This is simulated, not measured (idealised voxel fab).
Process module heading - voxel self aligned contacts
It is cross-section cut that appears here, measuring 210 nm in width, its square cells being 5 nm in size.
Format of a cross-section: grid, square cells. Given as bands. Order: top down. Band: one or more rows of cells.
The entry gives the band's vertical extent as a top height and a bottom height in nm, then its horizontal make-up as materials from left to right, each with a width in nm. "empty" stands for empty space; a single material marked "edge to edge" fills the band edge to edge.
Heights are measured from 0, the level below which the as-received wafer is all one material; the lowest band has no bottom and continues downward, written as in "top 0, no bottom".
A width given as "30 to 40" starts at the first number in the band's top row and ends at the second number in its bottom row, shifting by an equal amount at every step from row to row.
No cell of the cross-section changed in a step that is given as "nothing was modified".
"Internal closed voids": sealed empty spaces, 8 cells or more, no open way to top, listed width x height at distance, with distance from the left edge and width, height and distance in nm.
Whatever follows a step's settings on its line is a remark the simulator itself makes about that step.
The line of a step may include "overlay nm". On a step with a mask, this value is how far to the right of its planned place the mask lay. A negative value means the mask lay to the left.

# The process steps that were planned are listed below
1) RECEIVE with material Si
2) CONFORMAL_DEP with material SiO2, thk nm 5
3) DIRECTIONAL_DEP with material polySi, thk nm 20
4) DIRECTIONAL_DEP with material SiN, thk nm 15
5) DIRECTIONAL_DEP with material aC, thk nm 10
6) PATTERN with tone cover, mask id GATE, material resist, width nm 35, pitch nm 60, thk nm 25, overlay nm 0
7) DIRECTIONAL_ETCH with etch materials aC, depth nm 10
8) STRIP with etch materials resist
9) DIRECTIONAL_ETCH with etch materials SiN, depth nm 15
10) DIRECTIONAL_ETCH with etch materials polySi, depth nm 20
11) STRIP with etch materials aC
12) CONFORMAL_DEP with material SiN, thk nm 5
13) DIRECTIONAL_ETCH with etch materials SiN, depth nm 5
14) FILL_DEP with material SiO2, thk nm 10
15) CMP with height nm 45
16) PATTERN with tone open, mask id CONTACT, material resist, width nm 35, thk nm 15, overlay nm 0
17) DIRECTIONAL_ETCH with etch materials SiO2, depth nm 45
18) STRIP with etch materials resist
19) CONFORMAL_DEP with material TiN, thk nm 5
20) FILL_DEP with material W, thk nm 10
21) CMP with height nm 45
22) CONFORMAL_DEP with material SiCN, thk nm 5

# The following pertains to the first of two wafers, which was processed as planned

# Step 1 complete: cross-section of the wafer as received
top 0, no bottom | Si edge to edge
Internal closed voids: none

# How the wafer stands in section after step 2
top 5, bottom 0 | SiO2 edge to edge
Below 0, no change.

# How the wafer stands in section after step 3
top 25, bottom 5 | polySi edge to edge
Below 5, no change.

# How the wafer stands in section after step 4
top 40, bottom 25 | SiN edge to edge
Below 25, no change.

# How the wafer stands in section after step 5
top 50, bottom 40 | aC edge to edge
Below 40, no change.

# How the wafer stands in section after step 6
top 75, bottom 50 | 55 of empty, 35 of resist, 25 of empty, 35 of resist, 60 of empty
Below 50, no change.

# How the wafer stands in section after step 7
top 65, bottom 50 | 55 of empty, 35 of resist, 25 of empty, 35 of resist, 60 of empty
top 50, bottom 40 | 55 of empty, 35 of aC, 25 of empty, 35 of aC, 60 of empty
Below 40, no change.

# How the wafer stands in section after step 8
top 50, bottom 40 | 55 of empty, 35 of aC, 25 of empty, 35 of aC, 60 of empty
Below 40, no change.

# How the wafer stands in section after step 9
top 50, bottom 40 | 55 of empty, 35 of aC, 25 of empty, 35 of aC, 60 of empty
top 40, bottom 25 | 55 of empty, 35 of SiN, 25 of empty, 35 of SiN, 60 of empty
Below 25, no change.

# How the wafer stands in section after step 10
top 50, bottom 40 | 55 of empty, 35 of aC, 25 of empty, 35 of aC, 60 of empty
top 40, bottom 25 | 55 of empty, 35 of SiN, 25 of empty, 35 of SiN, 60 of empty
top 25, bottom 5 | 55 of empty, 35 of polySi, 25 of empty, 35 of polySi, 60 of empty
Below 5, no change.

# How the wafer stands in section after step 11
top 40, bottom 25 | 55 of empty, 35 of SiN, 25 of empty, 35 of SiN, 60 of empty
Below 25, no change.

# How the wafer stands in section after step 12
top 45, bottom 25 | 50 of empty, 45 of SiN, 15 of empty, 45 of SiN, 55 of empty
top 25, bottom 10 | 50 of empty, 5 of SiN, 35 of polySi, 5 of SiN, 15 of empty, 5 of SiN, 35 of polySi, 5 of SiN, 55 of empty
top 10, bottom 5 | 55 of SiN, 35 of polySi, 25 of SiN, 35 of polySi, 60 of SiN
Below 5, no change.

# How the wafer stands in section after step 13
top 40, bottom 25 | 50 of empty, 45 of SiN, 15 of empty, 45 of SiN, 55 of empty
top 25, bottom 5 | 50 of empty, 5 of SiN, 35 of polySi, 5 of SiN, 15 of empty, 5 of SiN, 35 of polySi, 5 of SiN, 55 of empty
Below 5, no change.

# How the wafer stands in section after step 14
top 50, bottom 40 | SiO2 edge to edge
top 40, bottom 25 | 50 of SiO2, 45 of SiN, 15 of SiO2, 45 of SiN, 55 of SiO2
top 25, bottom 5 | 50 of SiO2, 5 of SiN, 35 of polySi, 5 of SiN, 15 of SiO2, 5 of SiN, 35 of polySi, 5 of SiN, 55 of SiO2
Below 5, no change.

# How the wafer stands in section after step 15
top 45, bottom 40 | SiO2 edge to edge
Below 40, no change.

# How the wafer stands in section after step 16
top 60, bottom 45 | 85 of resist, 35 of empty, 90 of resist
Below 45, no change.

# How the wafer stands in section after step 17
top 60, bottom 45 | 85 of resist, 35 of empty, 90 of resist
top 45, bottom 40 | 85 of SiO2, 35 of empty, 90 of SiO2
top 40, bottom 25 | 50 of SiO2, 45 of SiN, 15 of empty, 45 of SiN, 55 of SiO2
top 25, bottom 5 | 50 of SiO2, 5 of SiN, 35 of polySi, 5 of SiN, 15 of empty, 5 of SiN, 35 of polySi, 5 of SiN, 55 of SiO2
top 5, bottom 0 | 95 of SiO2, 15 of empty, 100 of SiO2
Below 0, no change.

# How the wafer stands in section after step 18
top 45, bottom 40 | 85 of SiO2, 35 of empty, 90 of SiO2
Below 40, no change.

# How the wafer stands in section after step 19
top 50, bottom 45 | 90 of TiN, 25 of empty, 95 of TiN
top 45, bottom 40 | 85 of SiO2, 15 of TiN, 5 of empty, 15 of TiN, 90 of SiO2
top 40, bottom 25 | 50 of SiO2, 45 of SiN, 5 of TiN, 5 of empty, 5 of TiN, 45 of SiN, 55 of SiO2
top 25, bottom 5 | 50 of SiO2, 5 of SiN, 35 of polySi, 5 of SiN, 5 of TiN, 5 of empty, 5 of TiN, 5 of SiN, 35 of polySi, 5 of SiN, 55 of SiO2
top 5, bottom 0 | 95 of SiO2, 15 of TiN, 100 of SiO2
Below 0, no change.

# How the wafer stands in section after step 20
top 60, bottom 50 | W edge to edge
top 50, bottom 45 | 90 of TiN, 25 of W, 95 of TiN
top 45, bottom 40 | 85 of SiO2, 15 of TiN, 5 of W, 15 of TiN, 90 of SiO2
top 40, bottom 25 | 50 of SiO2, 45 of SiN, 5 of TiN, 5 of W, 5 of TiN, 45 of SiN, 55 of SiO2
top 25, bottom 5 | 50 of SiO2, 5 of SiN, 35 of polySi, 5 of SiN, 5 of TiN, 5 of W, 5 of TiN, 5 of SiN, 35 of polySi, 5 of SiN, 55 of SiO2
Below 5, no change.

# How the wafer stands in section after step 21
top 45, bottom 40 | 85 of SiO2, 15 of TiN, 5 of W, 15 of TiN, 90 of SiO2
Below 40, no change.

# How the wafer stands in section after step 22
top 50, bottom 45 | SiCN edge to edge
Below 45, no change.

# It is to be noted that the second wafer proceeded from the same initial state and according to the same plan as the first, although one mistake was committed in its execution; through step 2, inclusive, the two wafers share an identical history

# Second wafer: cross-section at the scheduled end of step 3
top 30, bottom 5 | polySi edge to edge
Below 5, no change.

# Second wafer: cross-section at the scheduled end of step 4
top 45, bottom 30 | SiN edge to edge
Below 30, no change.

# Second wafer: cross-section at the scheduled end of step 5
top 55, bottom 45 | aC edge to edge
Below 45, no change.

# Second wafer: cross-section at the scheduled end of step 6
top 80, bottom 55 | 55 of empty, 35 of resist, 25 of empty, 35 of resist, 60 of empty
Below 55, no change.

# Second wafer: cross-section at the scheduled end of step 7
top 70, bottom 55 | 55 of empty, 35 of resist, 25 of empty, 35 of resist, 60 of empty
top 55, bottom 45 | 55 of empty, 35 of aC, 25 of empty, 35 of aC, 60 of empty
Below 45, no change.

# Second wafer: cross-section at the scheduled end of step 8
top 55, bottom 45 | 55 of empty, 35 of aC, 25 of empty, 35 of aC, 60 of empty
Below 45, no change.

# Second wafer: cross-section at the scheduled end of step 9
top 55, bottom 45 | 55 of empty, 35 of aC, 25 of empty, 35 of aC, 60 of empty
top 45, bottom 30 | 55 of empty, 35 of SiN, 25 of empty, 35 of SiN, 60 of empty
Below 30, no change.

# Second wafer: cross-section at the scheduled end of step 10
top 55, bottom 45 | 55 of empty, 35 of aC, 25 of empty, 35 of aC, 60 of empty
top 45, bottom 30 | 55 of empty, 35 of SiN, 25 of empty, 35 of SiN, 60 of empty
top 30, bottom 10 | 55 of empty, 35 of polySi, 25 of empty, 35 of polySi, 60 of empty
Below 10, no change.

# Second wafer: cross-section at the scheduled end of step 11
top 45, bottom 30 | 55 of empty, 35 of SiN, 25 of empty, 35 of SiN, 60 of empty
Below 30, no change.

# Second wafer: cross-section at the scheduled end of step 12
top 50, bottom 30 | 50 of empty, 45 of SiN, 15 of empty, 45 of SiN, 55 of empty
top 30, bottom 15 | 50 of empty, 5 of SiN, 35 of polySi, 5 of SiN, 15 of empty, 5 of SiN, 35 of polySi, 5 of SiN, 55 of empty
top 15, bottom 10 | 55 of SiN, 35 of polySi, 25 of SiN, 35 of polySi, 60 of SiN
Below 10, no change.

# Second wafer: cross-section at the scheduled end of step 13
top 45, bottom 30 | 50 of empty, 45 of SiN, 15 of empty, 45 of SiN, 55 of empty
top 30, bottom 10 | 50 of empty, 5 of SiN, 35 of polySi, 5 of SiN, 15 of empty, 5 of SiN, 35 of polySi, 5 of SiN, 55 of empty
Below 10, no change.

# Second wafer: cross-section at the scheduled end of step 14
top 55, bottom 45 | SiO2 edge to edge
top 45, bottom 30 | 50 of SiO2, 45 of SiN, 15 of SiO2, 45 of SiN, 55 of SiO2
top 30, bottom 10 | 50 of SiO2, 5 of SiN, 35 of polySi, 5 of SiN, 15 of SiO2, 5 of SiN, 35 of polySi, 5 of SiN, 55 of SiO2
Below 10, no change.

# Second wafer: cross-section at the scheduled end of step 15
top 45, bottom 30 | 50 of SiO2, 45 of SiN, 15 of SiO2, 45 of SiN, 55 of SiO2
Below 30, no change.

# Second wafer: cross-section at the scheduled end of step 16
top 60, bottom 45 | 85 of resist, 35 of empty, 90 of resist
Below 45, no change.

# Second wafer: cross-section at the scheduled end of step 17
top 60, bottom 45 | 85 of resist, 35 of empty, 90 of resist
top 45, bottom 30 | 50 of SiO2, 45 of SiN, 15 of empty, 45 of SiN, 55 of SiO2
top 30, bottom 10 | 50 of SiO2, 5 of SiN, 35 of polySi, 5 of SiN, 15 of empty, 5 of SiN, 35 of polySi, 5 of SiN, 55 of SiO2
Below 10, no change.

# Second wafer: cross-section at the scheduled end of step 18
top 45, bottom 30 | 50 of SiO2, 45 of SiN, 15 of empty, 45 of SiN, 55 of SiO2
Below 30, no change.

# Second wafer: cross-section at the scheduled end of step 19
top 50, bottom 45 | 100 of TiN, 5 of empty, 105 of TiN
top 45, bottom 30 | 50 of SiO2, 45 of SiN, 5 of TiN, 5 of empty, 5 of TiN, 45 of SiN, 55 of SiO2
top 30, bottom 15 | 50 of SiO2, 5 of SiN, 35 of polySi, 5 of SiN, 5 of TiN, 5 of empty, 5 of TiN, 5 of SiN, 35 of polySi, 5 of SiN, 55 of SiO2
top 15, bottom 10 | 50 of SiO2, 5 of SiN, 35 of polySi, 5 of SiN, 15 of TiN, 5 of SiN, 35 of polySi, 5 of SiN, 55 of SiO2
Below 10, no change.

# Second wafer: cross-section at the scheduled end of step 20
top 60, bottom 50 | W edge to edge
top 50, bottom 45 | 100 of TiN, 5 of W, 105 of TiN
top 45, bottom 30 | 50 of SiO2, 45 of SiN, 5 of TiN, 5 of W, 5 of TiN, 45 of SiN, 55 of SiO2
top 30, bottom 15 | 50 of SiO2, 5 of SiN, 35 of polySi, 5 of SiN, 5 of TiN, 5 of W, 5 of TiN, 5 of SiN, 35 of polySi, 5 of SiN, 55 of SiO2
Below 15, no change.

# Second wafer: cross-section at the scheduled end of step 21
top 45, bottom 30 | 50 of SiO2, 45 of SiN, 5 of TiN, 5 of W, 5 of TiN, 45 of SiN, 55 of SiO2
Below 30, no change.

# Second wafer: cross-section at the scheduled end of step 22
top 50, bottom 45 | SiCN edge to edge
Below 45, no change.
What was done differently from what was planned? it should be noted that step 3 was executed with settings other than those planned, the operation and settings actually applied being DIRECTIONAL_DEP with material polySi, thk nm 25
Looking at both finished wafers in cells, the second ends up ahead of or behind the first on some materials: SiO2: 32 fewer; TiN: 8 fewer; W: 2 fewer; polySi: 42 more
